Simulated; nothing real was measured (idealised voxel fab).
Title: Process Module voxel capacitor over wiring
Displayed cross-section: cut, width of 200 nm, square cells sized 5 nm.
We lay out every cross-section as a grid of square cells and spell it out in bands from the top down, where one band means one or more rows of cells. Top, bottom (nm), then materials left to right with widths (nm); lone material tagged "everywhere" fills the whole band edge to edge; "empty" = empty space. The reference from which all heights are counted is 0, the level beneath which the as-received wafer is entirely one material; the lowest band, having no lower bound, proceeds downward and is written after the example "top 0, no bottom". When a width is written as two numbers, as in "30->40", the first number is the width in the top row of cells of the band and the second is the width in its bottom row, and the width changes by the same amount from each row to the next. The cross-section has no changed cell in any step marked "remained unchanged". Heads up: "Voids, sealed" only lists the empty pockets with no open path to the top that are 8 cells or more, and it writes them as width x height at distance, distance from the left edge, in nm. Whatever follows a step's settings on its line is a remark the simulator itself makes about that step. overlay nm: mask offset rightward from planned place, masked step; negative means leftward offset.

Listed below are the process steps as planned
- 1: op RECEIVE | material Si
- 2: op CONFORMAL_DEP | material SiO2 | thk nm 15
- 3: op DIRECTIONAL_DEP | material TiN | thk nm 5
- 4: op DIRECTIONAL_DEP | material W | thk nm 20
- 5: op PATTERN | tone cover | mask id METAL_1 | material resist | width nm 20 | pitch nm 80 | thk nm 15 | overlay nm 0
- 6: op DIRECTIONAL_ETCH | etch materials W | depth nm 20
- 7: op DIRECTIONAL_ETCH | etch materials TiN | depth nm 5
- 8: op STRIP | etch materials resist
- 9: op CONFORMAL_DEP | material SiN | thk nm 5
- 10: op FILL_DEP | material lowk | thk nm 10
- 11: op CMP | height nm 40
- 12: op CONFORMAL_DEP | material SiCN | thk nm 5
- 13: op DIRECTIONAL_DEP | material SiO2 | thk nm 20
- 14: op MASKED_ETCH | tone open | mask id PLUG_1 | width nm 15 | etch materials SiO2 | depth nm 20 | overlay nm 0
- 15: op MASKED_ETCH | tone open | mask id PLUG_1 | width nm 15 | etch materials SiCN | depth nm 5 | overlay nm 0
- 16: op CONFORMAL_DEP | material TiN | thk nm 5
- 17: op FILL_DEP | material W | thk nm 10
- 18: op CMP | height nm 65
- 19: op DIRECTIONAL_DEP | material TiN | thk nm 5
- 20: op DIRECTIONAL_DEP | material Al2O3 | thk nm 5
- 21: op DIRECTIONAL_DEP | material TiN | thk nm 10
- 22: op MASKED_ETCH | tone cover | mask id UPPER_PLATE | width nm 65 | etch materials TiN | depth nm 10 | overlay nm 0
- 23: op MASKED_ETCH | tone cover | mask id UPPER_PLATE | width nm 65 | etch materials Al2O3 | depth nm 5 | overlay nm 0
- 24: op DIRECTIONAL_DEP | material aC | thk nm 15
- 25: op PATTERN | tone cover | mask id LOWER_PLATE | material resist | width nm 75 | thk nm 35 | overlay nm 0
- 26: op DIRECTIONAL_ETCH | etch materials aC | depth nm 15
- 27: op STRIP | etch materials resist
- 28: op DIRECTIONAL_ETCH | etch materials TiN | depth nm 5
- 29: op STRIP | etch materials aC
- 30: op FILL_DEP | material SiO2 | thk nm 15
- 31: op CMP | height nm 95
- 32: op MASKED_ETCH | tone open | mask id PLUG_2 | width nm 15 | etch materials SiO2 | depth nm 10 | overlay nm 0
- 33: op CONFORMAL_DEP | material TiN | thk nm 5
- 34: op FILL_DEP | material W | thk nm 5
- 35: op CMP | height nm 95
- 36: op CONFORMAL_DEP | material SiN | thk nm 5

Of two wafers, the first: run according to plan

Cross-sectional view of the wafer in its as-received condition, corresponding to the state after step 1
* top 0, no bottom = Si everywhere
* Voids, sealed: none

The wafer in cross-section once step 2 is complete
* top 15, bottom 0 = SiO2 everywhere
* Everything below 0 is unchanged.

The wafer in cross-section once step 3 is complete
* top 20, bottom 15 = TiN everywhere
* Everything below 15 is unchanged.

The wafer in cross-section once step 4 is complete
* top 40, bottom 20 = W everywhere
* Everything below 20 is unchanged.

The wafer in cross-section once step 5 is complete
* top 55, bottom 40 = empty (50) | resist (20) | empty (60) | resist (20) | empty (50)
* Everything below 40 is unchanged.

The wafer in cross-section once step 6 is complete
* top 55, bottom 40 = empty (50) | resist (20) | empty (60) | resist (20) | empty (50)
* top 40, bottom 20 = empty (50) | W (20) | empty (60) | W (20) | empty (50)
* Everything below 20 is unchanged.

The wafer in cross-section once step 7 is complete
* top 55, bottom 40 = empty (50) | resist (20) | empty (60) | resist (20) | empty (50)
* top 40, bottom 20 = empty (50) | W (20) | empty (60) | W (20) | empty (50)
* top 20, bottom 15 = empty (50) | TiN (20) | empty (60) | TiN (20) | empty (50)
* Everything below 15 is unchanged.

The wafer in cross-section once step 8 is complete
* top 40, bottom 20 = empty (50) | W (20) | empty (60) | W (20) | empty (50)
* Everything below 20 is unchanged.

The wafer in cross-section once step 9 is complete
* top 45, bottom 40 = empty (45) | SiN (30) | empty (50) | SiN (30) | empty (45)
* top 40, bottom 20 = empty (45) | SiN (5) | W (20) | SiN (5) | empty (50) | SiN (5) | W (20) | SiN (5) | empty (45)
* top 20, bottom 15 = SiN (50) | TiN (20) | SiN (60) | TiN (20) | SiN (50)
* Everything below 15 is unchanged.

The wafer in cross-section once step 10 is complete
* top 55, bottom 45 = lowk everywhere
* top 45, bottom 40 = lowk (45) | SiN (30) | lowk (50) | SiN (30) | lowk (45)
* top 40, bottom 20 = lowk (45) | SiN (5) | W (20) | SiN (5) | lowk (50) | SiN (5) | W (20) | SiN (5) | lowk (45)
* Everything below 20 is unchanged.

The wafer in cross-section once step 11 is complete
* top 40, bottom 20 = lowk (45) | SiN (5) | W (20) | SiN (5) | lowk (50) | SiN (5) | W (20) | SiN (5) | lowk (45)
* Everything below 20 is unchanged.

The wafer in cross-section once step 12 is complete
* top 45, bottom 40 = SiCN everywhere
* Everything below 40 is unchanged.

The wafer in cross-section once step 13 is complete
* top 65, bottom 45 = SiO2 everywhere
* Everything below 45 is unchanged.

The wafer in cross-section once step 14 is complete
* top 65, bottom 45 = SiO2 (55) | empty (15) | SiO2 (130)
* Everything below 45 is unchanged.

The wafer in cross-section once step 15 is complete
* top 65, bottom 45 = SiO2 (55) | empty (15) | SiO2 (130)
* top 45, bottom 40 = SiCN (55) | empty (15) | SiCN (130)
* Everything below 40 is unchanged.

The wafer in cross-section once step 16 is complete
* top 70, bottom 65 = TiN (60) | empty (5) | TiN (135)
* top 65, bottom 45 = SiO2 (55) | TiN (5) | empty (5) | TiN (5) | SiO2 (130)
* top 45, bottom 40 = SiCN (55) | TiN (15) | SiCN (130)
* Everything below 40 is unchanged.

The wafer in cross-section once step 17 is complete
* top 80, bottom 70 = W everywhere
* top 70, bottom 65 = TiN (60) | W (5) | TiN (135)
* top 65, bottom 45 = SiO2 (55) | TiN (5) | W (5) | TiN (5) | SiO2 (130)
* Everything below 45 is unchanged.

The wafer in cross-section once step 18 is complete
* top 65, bottom 45 = SiO2 (55) | TiN (5) | W (5) | TiN (5) | SiO2 (130)
* Everything below 45 is unchanged.

The wafer in cross-section once step 19 is complete
* top 70, bottom 65 = TiN everywhere
* Everything below 65 is unchanged.

The wafer in cross-section once step 20 is complete
* top 75, bottom 70 = Al2O3 everywhere
* Everything below 70 is unchanged.

The wafer in cross-section once step 21 is complete
* top 85, bottom 75 = TiN everywhere
* Everything below 75 is unchanged.

The wafer in cross-section once step 22 is complete
* top 85, bottom 75 = empty (55) | TiN (65) | empty (80)
* Everything below 75 is unchanged.

The wafer in cross-section once step 23 is complete
* top 85, bottom 75 = empty (55) | TiN (65) | empty (80)
* top 75, bottom 70 = empty (55) | Al2O3 (65) | empty (80)
* Everything below 70 is unchanged.

The wafer in cross-section once step 24 is complete
* top 100, bottom 85 = empty (55) | aC (65) | empty (80)
* top 85, bottom 75 = aC (55) | TiN (65) | aC (80)
* top 75, bottom 70 = aC (55) | Al2O3 (65) | aC (80)
* Everything below 70 is unchanged.

The wafer in cross-section once step 25 is complete
* top 135, bottom 100 = empty (50) | resist (75) | empty (75)
* top 100, bottom 85 = empty (50) | resist (5) | aC (65) | resist (5) | empty (75)
* Everything below 85 is unchanged.

The wafer in cross-section once step 26 is complete
* top 120, bottom 100 = empty (50) | resist (75) | empty (75)
* top 100, bottom 85 = empty (50) | resist (5) | aC (65) | resist (5) | empty (75)
* top 85, bottom 75 = empty (50) | aC (5) | TiN (65) | aC (5) | empty (75)
* top 75, bottom 70 = empty (50) | aC (5) | Al2O3 (65) | aC (5) | empty (75)
* Everything below 70 is unchanged.

The wafer in cross-section once step 27 is complete
* top 100, bottom 85 = empty (55) | aC (65) | empty (80)
* Everything below 85 is unchanged.

The wafer in cross-section once step 28 is complete
* top 100, bottom 85 = empty (55) | aC (65) | empty (80)
* top 85, bottom 75 = empty (50) | aC (5) | TiN (65) | aC (5) | empty (75)
* top 75, bottom 70 = empty (50) | aC (5) | Al2O3 (65) | aC (5) | empty (75)
* top 70, bottom 65 = empty (50) | TiN (75) | empty (75)
* Everything below 65 is unchanged.

The wafer in cross-section once step 29 is complete
* top 85, bottom 75 = empty (55) | TiN (65) | empty (80)
* top 75, bottom 70 = empty (55) | Al2O3 (65) | empty (80)
* Everything below 70 is unchanged.

The wafer in cross-section once step 30 is complete
* top 100, bottom 85 = SiO2 everywhere
* top 85, bottom 75 = SiO2 (55) | TiN (65) | SiO2 (80)
* top 75, bottom 70 = SiO2 (55) | Al2O3 (65) | SiO2 (80)
* top 70, bottom 65 = SiO2 (50) | TiN (75) | SiO2 (75)
* Everything below 65 is unchanged.

The wafer in cross-section once step 31 is complete
* top 95, bottom 85 = SiO2 everywhere
* Everything below 85 is unchanged.

The wafer in cross-section once step 32 is complete
* top 95, bottom 85 = SiO2 (65) | empty (15) | SiO2 (120)
* Everything below 85 is unchanged.

The wafer in cross-section once step 33 is complete
* top 100, bottom 95 = TiN (70) | empty (5) | TiN (125)
* top 95, bottom 90 = SiO2 (65) | TiN (5) | empty (5) | TiN (5) | SiO2 (120)
* top 90, bottom 85 = SiO2 (65) | TiN (15) | SiO2 (120)
* Everything below 85 is unchanged.

The wafer in cross-section once step 34 is complete
* top 105, bottom 100 = W everywhere
* top 100, bottom 95 = TiN (70) | W (5) | TiN (125)
* top 95, bottom 90 = SiO2 (65) | TiN (5) | W (5) | TiN (5) | SiO2 (120)
* Everything below 90 is unchanged.

The wafer in cross-section once step 35 is complete
* top 95, bottom 90 = SiO2 (65) | TiN (5) | W (5) | TiN (5) | SiO2 (120)
* Everything below 90 is unchanged.

The wafer in cross-section once step 36 is complete
* top 100, bottom 95 = SiN everywhere
* Everything below 95 is unchanged.

Second of two: same start, same plan, one run error; steps up to and including 31 match the first

Cross-sectional representation of the second wafer at the time designated in the plan for the completion of step 32
* top 95, bottom 85 = SiO2 (65) | empty (20) | SiO2 (115)
* Everything below 85 is unchanged.

Cross-sectional representation of the second wafer at the time designated in the plan for the completion of step 33
* top 100, bottom 95 = TiN (70) | empty (10) | TiN (120)
* top 95, bottom 90 = SiO2 (65) | TiN (5) | empty (10) | TiN (5) | SiO2 (115)
* top 90, bottom 85 = SiO2 (65) | TiN (20) | SiO2 (115)
* Everything below 85 is unchanged.

Cross-sectional representation of the second wafer at the time designated in the plan for the completion of step 34
* top 105, bottom 100 = W everywhere
* top 100, bottom 95 = TiN (70) | W (10) | TiN (120)
* top 95, bottom 90 = SiO2 (65) | TiN (5) | W (10) | TiN (5) | SiO2 (115)
* Everything below 90 is unchanged.

Cross-sectional representation of the second wafer at the time designated in the plan for the completion of step 35
* top 95, bottom 90 = SiO2 (65) | TiN (5) | W (10) | TiN (5) | SiO2 (115)
* Everything below 90 is unchanged.

Cross-sectional representation of the second wafer at the time designated in the plan for the completion of step 36
* top 100, bottom 95 = SiN everywhere
* Everything below 95 is unchanged.
Run error: step 32 was processed under conditions differing from the plan, specifically as op MASKED_ETCH | tone open | mask id PLUG_2 | width nm 20 | etch materials SiO2 | depth nm 10 | overlay nm 0
The closing comparison, in cells, has the second wafer with more or fewer of some materials than the first: SiO2: 2 fewer, TiN: 1 more, W: 1 more
